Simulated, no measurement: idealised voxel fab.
Documented hereafter: the process module known as voxel capacitor over wiring.
FYI the section here is cut, 285 nm wide, cells are 5 nm squares.
Throughout this document, each cross-section is represented as a grid of square cells and is presented as a sequence of bands enumerated from the top downward, where a band comprises one or more rows of cells.
A band entry consists of two parts. The first gives the height of the band's top and the height of its bottom, in nm. The rest lists the band's materials from left to right, each with its width in nm. A single material labelled with the word "everywhere" fills the band from edge to edge, and the word "blank" marks empty space.
We count height from 0. Below that, the starting wafer is all one material. The lowest band never ends at the bottom but goes on down; see "from 0 down" for how that is written.
Width "30..40": first value at the band's top row of cells, second value at its bottom row, equal change from row to row.
Any step labelled "identical to before" changed none of the cells in the cross-section.
In the "Sealed void inventory" entry, you get each enclosed empty space of 8 cells or more, one with no open way to the top, written width x height at distance, distance from the left edge, in nm.
Step line, after settings: the simulator's comment on this step.
overlay nm: for a step with a mask, the amount by which the mask lay right of where it was planned; a negative amount means left of it.
Heads up before you read on: it's before/after pairs around one process step each, after side only down to the lowest band that changed, step plus settings under the pair. Pairs can be from different runs of this module, same starting wafer, so only chain a pair onto the one above if its "Before the step" entry says so.

# Before the step
    from 65 to 45 | SiO2 (100); blank (15); SiO2 (170)
    from 45 to 40 | SiCN (100); blank (15); SiCN (170)
    from 40 to 15 | Ru (95); SiN (5); lowk (10); SiN (5); Ru (55); SiN (5); lowk (10); SiN (5); Ru (95)
    from 15 to 10 | TiN (95); SiN (20); TiN (55); SiN (20); TiN (95)
    from 10 to 0 | SiO2 everywhere
    from 0 down | Si everywhere
    Sealed void inventory: none

# Resulting Cross-Section
    from 75 to 65 | TiN (100); blank (15); TiN (170)
    from 65 to 50 | SiO2 (100); blank (15); SiO2 (170)
    from 50 to 45 | SiO2 (100); TiN (15); SiO2 (170)
    from 45 to 40 | SiCN (100); TiN (15); SiCN (170)
    Everything below 40 is unchanged.
    Sealed void inventory: none
Upper to lower cross-section via DIRECTIONAL_DEP [material TiN] [thk nm 10]

Before the step: nothing new to draw here, it's the after view of the pair just above.

# Resulting Cross-Section
    from 80 to 75 | Al2O3 (100); blank (15); Al2O3 (170)
    from 75 to 65 | TiN (100); blank (15); TiN (170)
    from 65 to 55 | SiO2 (100); blank (15); SiO2 (170)
    from 55 to 50 | SiO2 (100); Al2O3 (15); SiO2 (170)
    Everything below 50 is unchanged.
    Sealed void inventory: none
Upper to lower cross-section via DIRECTIONAL_DEP [material Al2O3] [thk nm 5]

Before the step: nothing new to draw here, it's the after view of the pair just above.

# Resulting Cross-Section
    from 85 to 80 | TiN (100); blank (15); TiN (170)
    from 80 to 75 | Al2O3 (100); blank (15); Al2O3 (170)
    from 75 to 65 | TiN (100); blank (15); TiN (170)
    from 65 to 60 | SiO2 (100); blank (15); SiO2 (170)
    from 60 to 55 | SiO2 (100); TiN (15); SiO2 (170)
    Everything below 55 is unchanged.
    Sealed void inventory: none
Upper to lower cross-section via DIRECTIONAL_DEP [material TiN] [thk nm 5]

Before the step: nothing new to draw here, it's the after view of the pair just above.

# Resulting Cross-Section
    from 100 to 85 | aC (100); blank (15); aC (170)
    from 85 to 80 | TiN (100); blank (15); TiN (170)
    from 80 to 75 | Al2O3 (100); blank (15); Al2O3 (170)
    from 75 to 65 | TiN (100); aC (15); TiN (170)
    from 65 to 60 | SiO2 (100); aC (15); SiO2 (170)
    Everything below 60 is unchanged.
    Sealed void inventory: none
Upper to lower cross-section via DIRECTIONAL_DEP [material aC] [thk nm 15]

Before the step: nothing new to draw here, it's the after view of the pair just above.

# Resulting Cross-Section
    from 135 to 100 | blank (100); resist (60); blank (125)
    from 100 to 85 | aC (100); resist (15); aC (170)
    from 85 to 80 | TiN (100); resist (15); TiN (170)
    from 80 to 75 | Al2O3 (100); resist (15); Al2O3 (170)
    Everything below 75 is unchanged.
    Sealed void inventory: none
Upper to lower cross-section via PATTERN [tone cover] [mask id UPPER_PLATE] [material resist] [width nm 60] [thk nm 35] [overlay nm 0]

Before the step: nothing new to draw here, it's the after view of the pair just above.

# Resulting Cross-Section
    from 120 to 100 | blank (100); resist (60); blank (125)
    from 100 to 85 | blank (100); resist (15); aC (45); blank (125)
    Everything below 85 is unchanged.
    Sealed void inventory: none
Upper to lower cross-section via DIRECTIONAL_ETCH [etch materials aC] [depth nm 15]

Before the step: nothing new to draw here, it's the after view of the pair just above.

# Resulting Cross-Section
    from 100 to 85 | blank (115); aC (45); blank (125)
    from 85 to 80 | TiN (100); blank (15); TiN (170)
    from 80 to 75 | Al2O3 (100); blank (15); Al2O3 (170)
    Everything below 75 is unchanged.
    Sealed void inventory: none
Upper to lower cross-section via STRIP [etch materials resist]

Before the step: nothing new to draw here, it's the after view of the pair just above.

# Resulting Cross-Section
    from 100 to 85 | blank (115); aC (45); blank (125)
    from 85 to 80 | blank (115); TiN (45); blank (125)
    Everything below 80 is unchanged.
    Sealed void inventory: none
Upper to lower cross-section via DIRECTIONAL_ETCH [etch materials TiN] [depth nm 5]

Before the step: nothing new to draw here, it's the after view of the pair just above.

# Resulting Cross-Section
    from 100 to 85 | blank (115); aC (45); blank (125)
    from 85 to 80 | blank (115); TiN (45); blank (125)
    from 80 to 75 | blank (115); Al2O3 (45); blank (125)
    Everything below 75 is unchanged.
    Sealed void inventory: none
Upper to lower cross-section via DIRECTIONAL_ETCH [etch materials Al2O3] [depth nm 5]

Before the step: nothing new to draw here, it's the after view of the pair just above.

# Resulting Cross-Section
    from 85 to 80 | blank (115); TiN (45); blank (125)
    from 80 to 75 | blank (115); Al2O3 (45); blank (125)
    from 75 to 65 | TiN (100); blank (15); TiN (170)
    from 65 to 60 | SiO2 (100); blank (15); SiO2 (170)
    Everything below 60 is unchanged.
    Sealed void inventory: none
Upper to lower cross-section via STRIP [etch materials aC]

Before the step: nothing new to draw here, it's the after view of the pair just above.

# Resulting Cross-Section
    from 85 to 80 | blank (115); TiN (45); blank (125)
    from 80 to 75 | blank (115); Al2O3 (45); blank (125)
    from 75 to 65 | blank (95); TiN (5); blank (15); TiN (50); blank (120)
    Everything below 65 is unchanged.
    Sealed void inventory: none
Upper to lower cross-section via MASKED_ETCH [tone cover] [mask id LOWER_PLATE] [width nm 70] [etch materials TiN] [depth nm 10] [overlay nm 0]

Before the step: nothing new to draw here, it's the after view of the pair just above.

# Resulting Cross-Section
    from 105 to 85 | SiO2 everywhere
    from 85 to 80 | SiO2 (115); TiN (45); SiO2 (125)
    from 80 to 75 | SiO2 (115); Al2O3 (45); SiO2 (125)
    from 75 to 65 | SiO2 (95); TiN (5); SiO2 (15); TiN (50); SiO2 (120)
    from 65 to 60 | SiO2 everywhere
    Everything below 60 is unchanged.
    Sealed void inventory: none
Upper to lower cross-section via FILL_DEP [material SiO2] [thk nm 20]

Before the step: nothing new to draw here, it's the after view of the pair just above.

# Resulting Cross-Section
    from 100 to 85 | SiO2 everywhere
    Everything below 85 is unchanged.
    Sealed void inventory: none
Upper to lower cross-section via CMP [height nm 100]

Before the step: nothing new to draw here, it's the after view of the pair just above.

# Resulting Cross-Section
    from 115 to 100 | resist (110); blank (15); resist (160)
    Everything below 100 is unchanged.
    Sealed void inventory: none
Upper to lower cross-section via PATTERN [tone open] [mask id PLUG_2] [material resist] [width nm 15] [thk nm 15] [overlay nm 0]

Before the step: nothing new to draw here, it's the after view of the pair just above.

# Resulting Cross-Section
    from 115 to 100 | resist (110); blank (15); resist (160)
    from 100 to 85 | SiO2 (110); blank (15); SiO2 (160)
    Everything below 85 is unchanged.
    Sealed void inventory: none
Upper to lower cross-section via DIRECTIONAL_ETCH [etch materials SiO2] [depth nm 15]

Before the step: nothing new to draw here, it's the after view of the pair just above.

# Resulting Cross-Section
    from 100 to 85 | SiO2 (110); blank (15); SiO2 (160)
    Everything below 85 is unchanged.
    Sealed void inventory: none
Upper to lower cross-section via STRIP [etch materials resist]

Before the step: nothing new to draw here, it's the after view of the pair just above.

# Resulting Cross-Section
    from 105 to 100 | TiN (115); blank (5); TiN (165)
    from 100 to 90 | SiO2 (110); TiN (5); blank (5); TiN (5); SiO2 (160)
    from 90 to 80 | SiO2 (110..115); TiN (15..45); SiO2 (160..125)
    Everything below 80 is unchanged.
    Sealed void inventory: none
Upper to lower cross-section via CONFORMAL_DEP [material TiN] [thk nm 5]

Before the step: nothing new to draw here, it's the after view of the pair just above.

# Resulting Cross-Section
    from 110 to 105 | Cu everywhere
    from 105 to 100 | TiN (115); Cu (5); TiN (165)
    from 100 to 90 | SiO2 (110); TiN (5); Cu (5); TiN (5); SiO2 (160)
    Everything below 90 is unchanged.
    Sealed void inventory: none
Upper to lower cross-section via FILL_DEP [material Cu] [thk nm 5]

Before the step: nothing new to draw here, it's the after view of the pair just above.

# Resulting Cross-Section
    from 100 to 90 | SiO2 (110); TiN (5); Cu (5); TiN (5); SiO2 (160)
    Everything below 90 is unchanged.
    Sealed void inventory: none
Upper to lower cross-section via CMP [height nm 100]

Before the step: nothing new to draw here, it's the after view of the pair just above.

# Resulting Cross-Section
    from 105 to 100 | SiN everywhere
    Everything below 100 is unchanged.
    Sealed void inventory: none
Upper to lower cross-section via CONFORMAL_DEP [material SiN] [thk nm 5]
